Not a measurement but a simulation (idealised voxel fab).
process module | voxel local oxidation
cross-section cut | 285 nm wide | cells 5 nm
A cross-section is a grid of square cells, given in bands from the top down. A band is one or more rows of cells.
Each band's line starts with the height of the band's top and of its bottom, in nm. Then come its materials from left to right, each with its width in nm. One material with "throughout" fills the band from edge to edge. "air" is empty space.
Height 0 is the level under which the wafer as received is all one material. The lowest band goes on downwards, as in "0 down".
A width such as "30 to 40" changes by the same amount from each row of cells to the next, from the band's top row to its bottom row.
"no change" after a step means that no cell of the cross-section changed.
closed voids: empty space of 8 cells or more with no open way to the top, each as width x height at its distance from the left edge, in nm
after a step's settings: what the simulator itself notes on the step
overlay nm, on a step with a mask: how far to the right of its planned place the mask lay; to the left if negative
plan
1 op RECEIVE | material Si
2 op CONFORMAL_DEP | material SiO2 | thk nm 5
3 op CONFORMAL_DEP | material SiN | thk nm 10
4 op MASKED_ETCH | tone cover | mask id ACTIVE | width nm 110 | etch materials SiN | depth nm 10 | overlay nm -15
5 op SELECTIVE_ETCH | etch materials SiO2 | depth nm 5
6 op OXIDIZE | depth nm 15
7 op STRIP | etch materials SiN
varied across the wafers: overlay nm of step 4. The plan shows the first wafer's value. All wafers start alike
first wafer as received, after step 1
  0 down: Si throughout
  closed voids: none
first wafer at the end, after step 7
  5 to 0: air 75 | SiO2 100 | air 110
  0 to -15: SiO2 90 | Si 70 | SiO2 125
  -15 down: Si throughout
  closed voids: none
last wafer at the end
  5 to 0: air 105 | SiO2 100 | air 80
  0 to -15: SiO2 120 | Si 70 | SiO2 95
  -15 down: Si throughout
  closed voids: none
each wafer at the end: cells of each material gained (+) or lost (-) since it was received, then its closed voids
overlay nm -15 | -129 Si | +149 SiO2 | closed voids: none
overlay nm -10 | -129 Si | +149 SiO2 | closed voids: none
overlay nm -5 | -129 Si | +149 SiO2 | closed voids: none
overlay nm 0 | -129 Si | +149 SiO2 | closed voids: none
overlay nm 5 | -129 Si | +149 SiO2 | closed voids: none
overlay nm 10 | -129 Si | +149 SiO2 | closed voids: none
overlay nm 15 | -129 Si | +149 SiO2 | closed voids: none
